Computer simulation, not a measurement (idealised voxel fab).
process module | voxel capacitor over wiring
cross-section cut | 260 nm wide | cells 5 nm
A cross-section is a grid of square cells, given in bands from the top down. A band is one or more rows of cells.
Each band's line starts with the height of the band's top and of its bottom, in nm. Then come its materials from left to right, each with its width in nm. One material with "throughout" fills the band from edge to edge. "air" is empty space.
Height 0 is the level under which the wafer as received is all one material. The lowest band goes on downwards, as in "0 down".
A width such as "30 to 40" changes by the same amount from each row of cells to the next, from the band's top row to its bottom row.
"no change" after a step means that no cell of the cross-section changed.
closed voids: empty space of 8 cells or more with no open way to the top, each as width x height at its distance from the left edge, in nm
after a step's settings: what the simulator itself notes on the step
overlay nm, on a step with a mask: how far to the right of its planned place the mask lay; to the left if negative
plan
1 op RECEIVE | material Si
2 op CONFORMAL_DEP | material SiO2 | thk nm 10
3 op CONFORMAL_DEP | material SiN | thk nm 5
4 op DIRECTIONAL_DEP | material lowk | thk nm 15
5 op PATTERN | tone open | mask id METAL_1 | material resist | width nm 30 | pitch nm 90 | thk nm 15 | overlay nm 0
6 op DIRECTIONAL_ETCH | etch materials lowk | depth nm 15
7 op DIRECTIONAL_ETCH | etch materials SiN | depth nm 5
8 op STRIP | etch materials resist
9 op CONFORMAL_DEP | material TiN | thk nm 5
10 op FILL_DEP | material Cu | thk nm 10
11 op CMP | height nm 30
12 op CONFORMAL_DEP | material SiCN | thk nm 5
13 op DIRECTIONAL_DEP | material SiO2 | thk nm 10
14 op MASKED_ETCH | tone open | mask id PLUG_1 | width nm 15 | etch materials SiO2 | depth nm 10 | overlay nm 0
15 op MASKED_ETCH | tone open | mask id PLUG_1 | width nm 15 | etch materials SiCN | depth nm 5 | overlay nm 0
16 op EPI | material Ru | thk nm 10
17 op EPI | material Ru | thk nm 5
18 op DIRECTIONAL_DEP | material TiN | thk nm 10
19 op DIRECTIONAL_DEP | material HfO2 | thk nm 5
20 op DIRECTIONAL_DEP | material TiN | thk nm 5
21 op PATTERN | tone cover | mask id UPPER_PLATE | material resist | width nm 65 | thk nm 15 | overlay nm 0
22 op DIRECTIONAL_ETCH | etch materials TiN | depth nm 5
23 op DIRECTIONAL_ETCH | etch materials HfO2 | depth nm 5
24 op STRIP | etch materials resist
25 op DIRECTIONAL_DEP | material aC | thk nm 15
26 op PATTERN | tone cover | mask id LOWER_PLATE | material resist | width nm 75 | thk nm 35 | overlay nm 0
27 op DIRECTIONAL_ETCH | etch materials aC | depth nm 15
28 op STRIP | etch materials resist
29 op DIRECTIONAL_ETCH | etch materials TiN | depth nm 10
30 op STRIP | etch materials aC
31 op FILL_DEP | material SiO2 | thk nm 15
32 op CMP | height nm 75
33 op PATTERN | tone open | mask id PLUG_2 | material resist | width nm 15 | thk nm 15 | overlay nm -15
34 op DIRECTIONAL_ETCH | etch materials SiO2 | depth nm 10
35 op STRIP | etch materials resist
36 op CONFORMAL_DEP | material TiN | thk nm 5
37 op FILL_DEP | material Cu | thk nm 10
38 op CMP | height nm 75
39 op CONFORMAL_DEP | material SiN | thk nm 5
varied across the wafers: overlay nm of step 33. The plan shows the first wafer's value. All wafers start alike
first wafer as received, after step 1
  0 down: Si throughout
  closed voids: none
each wafer at the end: cells of each material gained (+) or lost (-) since it was received, then its closed voids
overlay nm -15 | +25 Cu | +13 HfO2 | +9 Ru | +49 SiCN | +92 SiN | +452 SiO2 | +72 TiN | +120 lowk | closed voids: none
overlay nm -10 | +25 Cu | +13 HfO2 | +9 Ru | +49 SiCN | +92 SiN | +452 SiO2 | +72 TiN | +120 lowk | closed voids: none
overlay nm -5 | +25 Cu | +13 HfO2 | +9 Ru | +49 SiCN | +92 SiN | +452 SiO2 | +72 TiN | +120 lowk | closed voids: none
overlay nm 0 | +25 Cu | +13 HfO2 | +9 Ru | +49 SiCN | +92 SiN | +452 SiO2 | +72 TiN | +120 lowk | closed voids: none
overlay nm 5 | +25 Cu | +13 HfO2 | +9 Ru | +49 SiCN | +92 SiN | +452 SiO2 | +72 TiN | +120 lowk | closed voids: none
overlay nm 10 | +25 Cu | +13 HfO2 | +9 Ru | +49 SiCN | +92 SiN | +452 SiO2 | +72 TiN | +120 lowk | closed voids: none
overlay nm 15 | +25 Cu | +13 HfO2 | +9 Ru | +49 SiCN | +92 SiN | +452 SiO2 | +72 TiN | +120 lowk | closed voids: none
